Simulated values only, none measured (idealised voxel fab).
process module | voxel spacer lines
cross-section cut | 280 nm wide | cells 5 nm
A cross-section is a grid of square cells, given in bands from the top down. A band is one or more rows of cells.
Each band's line starts with the height of the band's top and of its bottom, in nm. Then come its materials from left to right, each with its width in nm. One material with "throughout" fills the band from edge to edge. "air" is empty space.
Height 0 is the level under which the wafer as received is all one material. The lowest band goes on downwards, as in "0 down".
A width such as "30 to 40" changes by the same amount from each row of cells to the next, from the band's top row to its bottom row.
"no change" after a step means that no cell of the cross-section changed.
closed voids: empty space of 8 cells or more with no open way to the top, each as width x height at its distance from the left edge, in nm
after a step's settings: what the simulator itself notes on the step
overlay nm, on a step with a mask: how far to the right of its planned place the mask lay; to the left if negative
plan
1 op RECEIVE | material Si
2 op CONFORMAL_DEP | material Al2O3 | thk nm 10
3 op DIRECTIONAL_DEP | material W | thk nm 10
4 op DIRECTIONAL_DEP | material polySi | thk nm 20
5 op PATTERN | tone cover | mask id MANDREL | material resist | width nm 15 | pitch nm 50 | thk nm 25 | overlay nm 0
6 op DIRECTIONAL_ETCH | etch materials polySi | depth nm 20
7 op STRIP | etch materials resist
8 op CONFORMAL_DEP | material SiO2 | thk nm 10
9 op DIRECTIONAL_ETCH | etch materials SiO2 | depth nm 10
10 op STRIP | etch materials polySi
11 op DIRECTIONAL_ETCH | etch materials W | depth nm 10
12 op STRIP | etch materials SiO2
13 op FILL_DEP | material lowk | thk nm 5
14 op CMP | height nm 20
first wafer, as planned
as received, after step 1
  0 down: Si throughout
  closed voids: none
after step 2
  10 to 0: Al2O3 throughout
  below 0: unchanged
after step 3
  20 to 10: W throughout
  below 10: unchanged
after step 4
  40 to 20: polySi throughout
  below 20: unchanged
after step 5
  65 to 40: air 105 | resist 15 | air 35 | resist 15 | air 110
  below 40: unchanged
after step 6
  65 to 40: air 105 | resist 15 | air 35 | resist 15 | air 110
  40 to 20: air 105 | polySi 15 | air 35 | polySi 15 | air 110
  below 20: unchanged
after step 7
  40 to 20: air 105 | polySi 15 | air 35 | polySi 15 | air 110
  below 20: unchanged
after step 8
  50 to 40: air 95 | SiO2 35 | air 15 | SiO2 35 | air 100
  40 to 30: air 95 | SiO2 10 | polySi 15 | SiO2 10 | air 15 | SiO2 10 | polySi 15 | SiO2 10 | air 100
  30 to 20: SiO2 105 | polySi 15 | SiO2 35 | polySi 15 | SiO2 110
  below 20: unchanged
after step 9
  40 to 20: air 95 | SiO2 10 | polySi 15 | SiO2 10 | air 15 | SiO2 10 | polySi 15 | SiO2 10 | air 100
  below 20: unchanged
after step 10
  40 to 20: air 95 | SiO2 10 | air 15 | SiO2 10 | air 15 | SiO2 10 | air 15 | SiO2 10 | air 100
  below 20: unchanged
after step 11
  40 to 20: air 95 | SiO2 10 | air 15 | SiO2 10 | air 15 | SiO2 10 | air 15 | SiO2 10 | air 100
  20 to 10: air 95 | W 10 | air 15 | W 10 | air 15 | W 10 | air 15 | W 10 | air 100
  below 10: unchanged
after step 12
  20 to 10: air 95 | W 10 | air 15 | W 10 | air 15 | W 10 | air 15 | W 10 | air 100
  below 10: unchanged
after step 13
  25 to 20: lowk throughout
  20 to 10: lowk 95 | W 10 | lowk 15 | W 10 | lowk 15 | W 10 | lowk 15 | W 10 | lowk 100
  below 10: unchanged
after step 14
  20 to 10: lowk 95 | W 10 | lowk 15 | W 10 | lowk 15 | W 10 | lowk 15 | W 10 | lowk 100
  below 10: unchanged
second wafer: like start, like plan, one mistake. Through step 7 it matches the first wafer
when step 8 should have ended
  45 to 40: air 100 | SiO2 25 | air 25 | SiO2 25 | air 105
  40 to 25: air 100 | SiO2 5 | polySi 15 | SiO2 5 | air 25 | SiO2 5 | polySi 15 | SiO2 5 | air 105
  25 to 20: SiO2 105 | polySi 15 | SiO2 35 | polySi 15 | SiO2 110
  below 20: unchanged
when step 9 should have ended
  40 to 35: air 105 | polySi 15 | air 35 | polySi 15 | air 110
  35 to 20: air 100 | SiO2 5 | polySi 15 | SiO2 5 | air 25 | SiO2 5 | polySi 15 | SiO2 5 | air 105
  below 20: unchanged
when step 10 should have ended
  35 to 20: air 100 | SiO2 5 | air 15 | SiO2 5 | air 25 | SiO2 5 | air 15 | SiO2 5 | air 105
  below 20: unchanged
when step 11 should have ended
  35 to 20: air 100 | SiO2 5 | air 15 | SiO2 5 | air 25 | SiO2 5 | air 15 | SiO2 5 | air 105
  20 to 10: air 100 | W 5 | air 15 | W 5 | air 25 | W 5 | air 15 | W 5 | air 105
  below 10: unchanged
when step 12 should have ended
  20 to 10: air 100 | W 5 | air 15 | W 5 | air 25 | W 5 | air 15 | W 5 | air 105
  below 10: unchanged
when step 13 should have ended
  25 to 20: lowk throughout
  20 to 10: lowk 100 | W 5 | lowk 15 | W 5 | lowk 25 | W 5 | lowk 15 | W 5 | lowk 105
  below 10: unchanged
when step 14 should have ended
  20 to 10: lowk 100 | W 5 | lowk 15 | W 5 | lowk 25 | W 5 | lowk 15 | W 5 | lowk 105
  below 10: unchanged
what went wrong: step 8 ran as: op CONFORMAL_DEP | material SiO2 | thk nm 5
at the end the second wafer has, in cells: 8 fewer of W | 8 more of lowk
